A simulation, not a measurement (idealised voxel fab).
Presented below is a process module, voxel gate over fins.
Pictured: cross-section cut, 210 nm wide, on a grid of 5 nm square cells.
Each cross-section below is a grid of square cells, stated as bands in top-down order, with one or more rows of cells making up each band. This entry defines a band. It first specifies the height of the band's top and the height of its bottom in nm, and then specifies the band's materials from left to right, stating each material with its width in nm. The word "all across" identifies a single material that fills the band from edge to edge, while the word "empty" identifies empty space. Heights are reckoned from 0. Under this level, the received wafer is all of one material. The bottommost band is open-ended downward, for example "0 and below". With a width like "30..40", each row of cells in the band differs from the next by the same amount, the top row carrying the first number and the bottom row the second. The cross-section has no changed cell in any step marked "all unchanged". The list in "Closed-off voids" covers empty spaces of 8 cells or more that cannot reach the top through any open way, and it gives each as width x height at distance; the distance is from the left edge, and width, height and distance are in nm. Read whatever lies past the settings on a step's line as the simulator's own remark about the step. If you see "overlay nm" on a step's line and that step has a mask, it's telling you how far right of where it was planned the mask ended up; a negative number means it went left instead.

SO HERE'S THE LINEUP OF PROCESS STEPS WE PLANNED
1) RECEIVE [material Si]
2) CONFORMAL_DEP [material SiN] [thk nm 10]
3) DIRECTIONAL_DEP [material aC] [thk nm 15]
4) PATTERN [tone cover] [mask id FINS] [material resist] [width nm 15] [pitch nm 50] [thk nm 30] [overlay nm 0]
5) DIRECTIONAL_ETCH [etch materials aC] [depth nm 15]
6) STRIP [etch materials resist]
7) DIRECTIONAL_ETCH [etch materials SiN] [depth nm 10]
8) DIRECTIONAL_ETCH [etch materials Si] [depth nm 35]
9) STRIP [etch materials aC]
10) FILL_DEP [material SiO2] [thk nm 10]
11) CMP [height nm 10]
12) MASKED_ETCH [tone open] [mask id RAIL] [width nm 15] [etch materials SiO2] [depth nm 40] [overlay nm 0]
13) CONFORMAL_DEP [material TiN] [thk nm 5]
14) FILL_DEP [material W] [thk nm 5]
15) CMP [height nm 10]
16) SELECTIVE_ETCH [etch materials W Ru TiN] [depth nm 25]
17) FILL_DEP [material SiO2] [thk nm 5]
18) CMP [height nm 10]
19) SELECTIVE_ETCH [etch materials SiO2] [depth nm 20]
20) STRIP [etch materials SiN]
21) CONFORMAL_DEP [material HfO2] [thk nm 5]
22) CONFORMAL_DEP [material TiN] [thk nm 5]
23) CONFORMAL_DEP [material TiAl] [thk nm 5]
24) CONFORMAL_DEP [material TiN] [thk nm 5]
25) FILL_DEP [material W] [thk nm 15]
26) CMP [height nm 30]
27) CONFORMAL_DEP [material SiN] [thk nm 5]

WHAT FOLLOWS COVERS THE FIRST OF TWO WAFERS; IT RAN AS PLANNED

THE CROSS-SECTION HERE SHOWS THE WAFER AS RECEIVED, I.E. IN ITS STATE AFTER STEP 1
> 0 and below | Si all across
> Closed-off voids: none

UPON COMPLETION OF STEP 2, THE WAFER APPEARS IN CROSS-SECTION AS SHOWN
> 10 down to 0 | SiN all across
> For the remainder of the cross-section, below 0, there is no change.

UPON COMPLETION OF STEP 3, THE WAFER APPEARS IN CROSS-SECTION AS SHOWN
> 25 down to 10 | aC all across
> For the remainder of the cross-section, below 10, there is no change.

UPON COMPLETION OF STEP 4, THE WAFER APPEARS IN CROSS-SECTION AS SHOWN
> 55 down to 25 | 45 empty  15 resist  35 empty  15 resist  35 empty  15 resist  50 empty
> For the remainder of the cross-section, below 25, there is no change.

UPON COMPLETION OF STEP 5, THE WAFER APPEARS IN CROSS-SECTION AS SHOWN
> 40 down to 25 | 45 empty  15 resist  35 empty  15 resist  35 empty  15 resist  50 empty
> 25 down to 10 | 45 empty  15 aC  35 empty  15 aC  35 empty  15 aC  50 empty
> For the remainder of the cross-section, below 10, there is no change.

UPON COMPLETION OF STEP 6, THE WAFER APPEARS IN CROSS-SECTION AS SHOWN
> 25 down to 10 | 45 empty  15 aC  35 empty  15 aC  35 empty  15 aC  50 empty
> For the remainder of the cross-section, below 10, there is no change.

UPON COMPLETION OF STEP 7, THE WAFER APPEARS IN CROSS-SECTION AS SHOWN
> 25 down to 10 | 45 empty  15 aC  35 empty  15 aC  35 empty  15 aC  50 empty
> 10 down to 0 | 45 empty  15 SiN  35 empty  15 SiN  35 empty  15 SiN  50 empty
> For the remainder of the cross-section, below 0, there is no change.

UPON COMPLETION OF STEP 8, THE WAFER APPEARS IN CROSS-SECTION AS SHOWN
> 25 down to 10 | 45 empty  15 aC  35 empty  15 aC  35 empty  15 aC  50 empty
> 10 down to 0 | 45 empty  15 SiN  35 empty  15 SiN  35 empty  15 SiN  50 empty
> 0 down to -35 | 45 empty  15 Si  35 empty  15 Si  35 empty  15 Si  50 empty
> For the remainder of the cross-section, below -35, there is no change.

UPON COMPLETION OF STEP 9, THE WAFER APPEARS IN CROSS-SECTION AS SHOWN
> 10 down to 0 | 45 empty  15 SiN  35 empty  15 SiN  35 empty  15 SiN  50 empty
> For the remainder of the cross-section, below 0, there is no change.

UPON COMPLETION OF STEP 10, THE WAFER APPEARS IN CROSS-SECTION AS SHOWN
> 20 down to 10 | SiO2 all across
> 10 down to 0 | 45 SiO2  15 SiN  35 SiO2  15 SiN  35 SiO2  15 SiN  50 SiO2
> 0 down to -35 | 45 SiO2  15 Si  35 SiO2  15 Si  35 SiO2  15 Si  50 SiO2
> For the remainder of the cross-section, below -35, there is no change.

UPON COMPLETION OF STEP 11, THE WAFER APPEARS IN CROSS-SECTION AS SHOWN
> 10 down to 0 | 45 SiO2  15 SiN  35 SiO2  15 SiN  35 SiO2  15 SiN  50 SiO2
> For the remainder of the cross-section, below 0, there is no change.

UPON COMPLETION OF STEP 12, THE WAFER APPEARS IN CROSS-SECTION AS SHOWN
> 10 down to 0 | 45 SiO2  15 SiN  10 SiO2  15 empty  10 SiO2  15 SiN  35 SiO2  15 SiN  50 SiO2
> 0 down to -30 | 45 SiO2  15 Si  10 SiO2  15 empty  10 SiO2  15 Si  35 SiO2  15 Si  50 SiO2
> For the remainder of the cross-section, below -30, there is no change.

UPON COMPLETION OF STEP 13, THE WAFER APPEARS IN CROSS-SECTION AS SHOWN
> 15 down to 10 | 75 TiN  5 empty  130 TiN
> 10 down to 0 | 45 SiO2  15 SiN  10 SiO2  5 TiN  5 empty  5 TiN  10 SiO2  15 SiN  35 SiO2  15 SiN  50 SiO2
> 0 down to -25 | 45 SiO2  15 Si  10 SiO2  5 TiN  5 empty  5 TiN  10 SiO2  15 Si  35 SiO2  15 Si  50 SiO2
> -25 down to -30 | 45 SiO2  15 Si  10 SiO2  15 TiN  10 SiO2  15 Si  35 SiO2  15 Si  50 SiO2
> For the remainder of the cross-section, below -30, there is no change.

UPON COMPLETION OF STEP 14, THE WAFER APPEARS IN CROSS-SECTION AS SHOWN
> 20 down to 15 | W all across
> 15 down to 10 | 75 TiN  5 W  130 TiN
> 10 down to 0 | 45 SiO2  15 SiN  10 SiO2  5 TiN  5 W  5 TiN  10 SiO2  15 SiN  35 SiO2  15 SiN  50 SiO2
> 0 down to -25 | 45 SiO2  15 Si  10 SiO2  5 TiN  5 W  5 TiN  10 SiO2  15 Si  35 SiO2  15 Si  50 SiO2
> For the remainder of the cross-section, below -25, there is no change.

UPON COMPLETION OF STEP 15, THE WAFER APPEARS IN CROSS-SECTION AS SHOWN
> 10 down to 0 | 45 SiO2  15 SiN  10 SiO2  5 TiN  5 W  5 TiN  10 SiO2  15 SiN  35 SiO2  15 SiN  50 SiO2
> For the remainder of the cross-section, below 0, there is no change.

UPON COMPLETION OF STEP 16, THE WAFER APPEARS IN CROSS-SECTION AS SHOWN
> 10 down to 0 | 45 SiO2  15 SiN  10 SiO2  15 empty  10 SiO2  15 SiN  35 SiO2  15 SiN  50 SiO2
> 0 down to -15 | 45 SiO2  15 Si  10 SiO2  15 empty  10 SiO2  15 Si  35 SiO2  15 Si  50 SiO2
> For the remainder of the cross-section, below -15, there is no change.

UPON COMPLETION OF STEP 17, THE WAFER APPEARS IN CROSS-SECTION AS SHOWN
> 15 down to 10 | SiO2 all across
> 10 down to 0 | 45 SiO2  15 SiN  35 SiO2  15 SiN  35 SiO2  15 SiN  50 SiO2
> 0 down to -15 | 45 SiO2  15 Si  35 SiO2  15 Si  35 SiO2  15 Si  50 SiO2
> For the remainder of the cross-section, below -15, there is no change.

UPON COMPLETION OF STEP 18, THE WAFER APPEARS IN CROSS-SECTION AS SHOWN
> 10 down to 0 | 45 SiO2  15 SiN  35 SiO2  15 SiN  35 SiO2  15 SiN  50 SiO2
> For the remainder of the cross-section, below 0, there is no change.

UPON COMPLETION OF STEP 19, THE WAFER APPEARS IN CROSS-SECTION AS SHOWN
> 10 down to 0 | 45 empty  15 SiN  35 empty  15 SiN  35 empty  15 SiN  50 empty
> 0 down to -10 | 45 empty  15 Si  35 empty  15 Si  35 empty  15 Si  50 empty
> For the remainder of the cross-section, below -10, there is no change.

UPON COMPLETION OF STEP 20, THE WAFER APPEARS IN CROSS-SECTION AS SHOWN
> 0 down to -10 | 45 empty  15 Si  35 empty  15 Si  35 empty  15 Si  50 empty
> For the remainder of the cross-section, below -10, there is no change.

UPON COMPLETION OF STEP 21, THE WAFER APPEARS IN CROSS-SECTION AS SHOWN
> 5 down to 0 | 40 empty  25 HfO2  25 empty  25 HfO2  25 empty  25 HfO2  45 empty
> 0 down to -5 | 40 empty  5 HfO2  15 Si  5 HfO2  25 empty  5 HfO2  15 Si  5 HfO2  25 empty  5 HfO2  15 Si  5 HfO2  45 empty
> -5 down to -10 | 45 HfO2  15 Si  35 HfO2  15 Si  35 HfO2  15 Si  50 HfO2
> For the remainder of the cross-section, below -10, there is no change.

UPON COMPLETION OF STEP 22, THE WAFER APPEARS IN CROSS-SECTION AS SHOWN
> 10 down to 5 | 35 empty  35 TiN  15 empty  35 TiN  15 empty  35 TiN  40 empty
> 5 down to 0 | 35 empty  5 TiN  25 HfO2  5 TiN  15 empty  5 TiN  25 HfO2  5 TiN  15 empty  5 TiN  25 HfO2  5 TiN  40 empty
> 0 down to -5 | 40 TiN  5 HfO2  15 Si  5 HfO2  25 TiN  5 HfO2  15 Si  5 HfO2  25 TiN  5 HfO2  15 Si  5 HfO2  45 TiN
> For the remainder of the cross-section, below -5, there is no change.

UPON COMPLETION OF STEP 23, THE WAFER APPEARS IN CROSS-SECTION AS SHOWN
> 15 down to 10 | 30 empty  45 TiAl  5 empty  45 TiAl  5 empty  45 TiAl  35 empty
> 10 down to 5 | 30 empty  5 TiAl  35 TiN  5 TiAl  5 empty  5 TiAl  35 TiN  5 TiAl  5 empty  5 TiAl  35 TiN  5 TiAl  35 empty
> 5 down to 0 | 35 TiAl  5 TiN  25 HfO2  5 TiN  15 TiAl  5 TiN  25 HfO2  5 TiN  15 TiAl  5 TiN  25 HfO2  5 TiN  40 TiAl
> For the remainder of the cross-section, below 0, there is no change.

UPON COMPLETION OF STEP 24, THE WAFER APPEARS IN CROSS-SECTION AS SHOWN
> 20 down to 15 | 25 empty  155 TiN  30 empty
> 15 down to 10 | 25 empty  5 TiN  45 TiAl  5 TiN  45 TiAl  5 TiN  45 TiAl  5 TiN  30 empty
> 10 down to 5 | 30 TiN  5 TiAl  35 TiN  5 TiAl  5 TiN  5 TiAl  35 TiN  5 TiAl  5 TiN  5 TiAl  35 TiN  5 TiAl  35 TiN
> For the remainder of the cross-section, below 5, there is no change.

UPON COMPLETION OF STEP 25, THE WAFER APPEARS IN CROSS-SECTION AS SHOWN
> 35 down to 20 | W all across
> 20 down to 15 | 25 W  155 TiN  30 W
> 15 down to 10 | 25 W  5 TiN  45 TiAl  5 TiN  45 TiAl  5 TiN  45 TiAl  5 TiN  30 W
> For the remainder of the cross-section, below 10, there is no change.

UPON COMPLETION OF STEP 26, THE WAFER APPEARS IN CROSS-SECTION AS SHOWN
> 30 down to 20 | W all across
> For the remainder of the cross-section, below 20, there is no change.

UPON COMPLETION OF STEP 27, THE WAFER APPEARS IN CROSS-SECTION AS SHOWN
> 35 down to 30 | SiN all across
> For the remainder of the cross-section, below 30, there is no change.

SECOND WAFER: LIKE START, LIKE PLAN, ONE MISTAKE. THROUGH STEP 18 IT MATCHES THE FIRST WAFER

X-SECTION, SECOND WAFER, WHEN STEP 19 WAS DUE TO FINISH
> 10 down to 0 | 45 SiO2  15 empty  35 SiO2  15 empty  35 SiO2  15 empty  50 SiO2
> For the remainder of the cross-section, below 0, there is no change.

X-SECTION, SECOND WAFER, WHEN STEP 20 WAS DUE TO FINISH
> 0 down to -10 | 45 empty  15 Si  35 empty  15 Si  35 empty  15 Si  50 empty
> -10 down to -15 | 25 SiO2  20 empty  15 Si  35 empty  15 Si  35 empty  15 Si  20 empty  30 SiO2
> -15 down to -20 | 25 SiO2  20 empty  15 Si  10 empty  5 TiN  5 W  5 TiN  10 empty  15 Si  35 empty  15 Si  20 empty  30 SiO2
> For the remainder of the cross-section, below -20, there is no change.

X-SECTION, SECOND WAFER, WHEN STEP 21 WAS DUE TO FINISH
> 5 down to 0 | 40 empty  25 HfO2  25 empty  25 HfO2  25 empty  25 HfO2  45 empty
> 0 down to -5 | 40 empty  5 HfO2  15 Si  5 HfO2  25 empty  5 HfO2  15 Si  5 HfO2  25 empty  5 HfO2  15 Si  5 HfO2  45 empty
> -5 down to -10 | 30 HfO2  10 empty  5 HfO2  15 Si  5 HfO2  25 empty  5 HfO2  15 Si  5 HfO2  25 empty  5 HfO2  15 Si  5 HfO2  10 empty  35 HfO2
> -10 down to -15 | 25 SiO2  5 HfO2  10 empty  5 HfO2  15 Si  35 HfO2  15 Si  5 HfO2  25 empty  5 HfO2  15 Si  5 HfO2  10 empty  5 HfO2  30 SiO2
> -15 down to -20 | 25 SiO2  20 HfO2  15 Si  10 HfO2  5 TiN  5 W  5 TiN  10 HfO2  15 Si  35 HfO2  15 Si  20 HfO2  30 SiO2
> For the remainder of the cross-section, below -20, there is no change.

X-SECTION, SECOND WAFER, WHEN STEP 22 WAS DUE TO FINISH
> 10 down to 5 | 35 empty  35 TiN  15 empty  35 TiN  15 empty  35 TiN  40 empty
> 5 down to 0 | 35 empty  5 TiN  25 HfO2  5 TiN  15 empty  5 TiN  25 HfO2  5 TiN  15 empty  5 TiN  25 HfO2  5 TiN  40 empty
> 0 down to -5 | 40 TiN  5 HfO2  15 Si  5 HfO2  5 TiN  15 empty  5 TiN  5 HfO2  15 Si  5 HfO2  5 TiN  15 empty  5 TiN  5 HfO2  15 Si  5 HfO2  45 TiN
> -5 down to -10 | 30 HfO2  10 TiN  5 HfO2  15 Si  5 HfO2  25 TiN  5 HfO2  15 Si  5 HfO2  5 TiN  15 empty  5 TiN  5 HfO2  15 Si  5 HfO2  10 TiN  35 HfO2
> -10 down to -15 | 25 SiO2  5 HfO2  10 TiN  5 HfO2  15 Si  35 HfO2  15 Si  5 HfO2  25 TiN  5 HfO2  15 Si  5 HfO2  10 TiN  5 HfO2  30 SiO2
> For the remainder of the cross-section, below -15, there is no change.

X-SECTION, SECOND WAFER, WHEN STEP 23 WAS DUE TO FINISH
> 15 down to 10 | 30 empty  45 TiAl  5 empty  45 TiAl  5 empty  45 TiAl  35 empty
> 10 down to 5 | 30 empty  5 TiAl  35 TiN  5 TiAl  5 empty  5 TiAl  35 TiN  5 TiAl  5 empty  5 TiAl  35 TiN  5 TiAl  35 empty
> 5 down to 0 | 35 TiAl  5 TiN  25 HfO2  5 TiN  5 TiAl  5 empty  5 TiAl  5 TiN  25 HfO2  5 TiN  5 TiAl  5 empty  5 TiAl  5 TiN  25 HfO2  5 TiN  40 TiAl
> 0 down to -5 | 40 TiN  5 HfO2  15 Si  5 HfO2  5 TiN  15 TiAl  5 TiN  5 HfO2  15 Si  5 HfO2  5 TiN  5 TiAl  5 empty  5 TiAl  5 TiN  5 HfO2  15 Si  5 HfO2  45 TiN
> -5 down to -10 | 30 HfO2  10 TiN  5 HfO2  15 Si  5 HfO2  25 TiN  5 HfO2  15 Si  5 HfO2  5 TiN  15 TiAl  5 TiN  5 HfO2  15 Si  5 HfO2  10 TiN  35 HfO2
> For the remainder of the cross-section, below -10, there is no change.

X-SECTION, SECOND WAFER, WHEN STEP 24 WAS DUE TO FINISH
> 20 down to 15 | 25 empty  155 TiN  30 empty
> 15 down to 10 | 25 empty  5 TiN  45 TiAl  5 TiN  45 TiAl  5 TiN  45 TiAl  5 TiN  30 empty
> 10 down to 5 | 30 TiN  5 TiAl  35 TiN  5 TiAl  5 TiN  5 TiAl  35 TiN  5 TiAl  5 TiN  5 TiAl  35 TiN  5 TiAl  35 TiN
> 5 down to 0 | 35 TiAl  5 TiN  25 HfO2  5 TiN  5 TiAl  5 TiN  5 TiAl  5 TiN  25 HfO2  5 TiN  5 TiAl  5 TiN  5 TiAl  5 TiN  25 HfO2  5 TiN  40 TiAl
> 0 down to -5 | 40 TiN  5 HfO2  15 Si  5 HfO2  5 TiN  15 TiAl  5 TiN  5 HfO2  15 Si  5 HfO2  5 TiN  5 TiAl  5 TiN  5 TiAl  5 TiN  5 HfO2  15 Si  5 HfO2  45 TiN
> For the remainder of the cross-section, below -5, there is no change.

X-SECTION, SECOND WAFER, WHEN STEP 25 WAS DUE TO FINISH
> 35 down to 20 | W all across
> 20 down to 15 | 25 W  155 TiN  30 W
> 15 down to 10 | 25 W  5 TiN  45 TiAl  5 TiN  45 TiAl  5 TiN  45 TiAl  5 TiN  30 W
> For the remainder of the cross-section, below 10, there is no change.

X-SECTION, SECOND WAFER, WHEN STEP 26 WAS DUE TO FINISH
> 30 down to 20 | W all across
> For the remainder of the cross-section, below 20, there is no change.

X-SECTION, SECOND WAFER, WHEN STEP 27 WAS DUE TO FINISH
> 35 down to 30 | SiN all across
> For the remainder of the cross-section, below 30, there is no change.
Heads up, the wafer didn't run the way we planned it: note: step 19 <-> step 20, run order reversed vs plan
Wrapping up, a cell-based count of both wafers puts the second over or under the first for these materials: HfO2 +18, SiO2 -41, TiAl +6, TiN +17
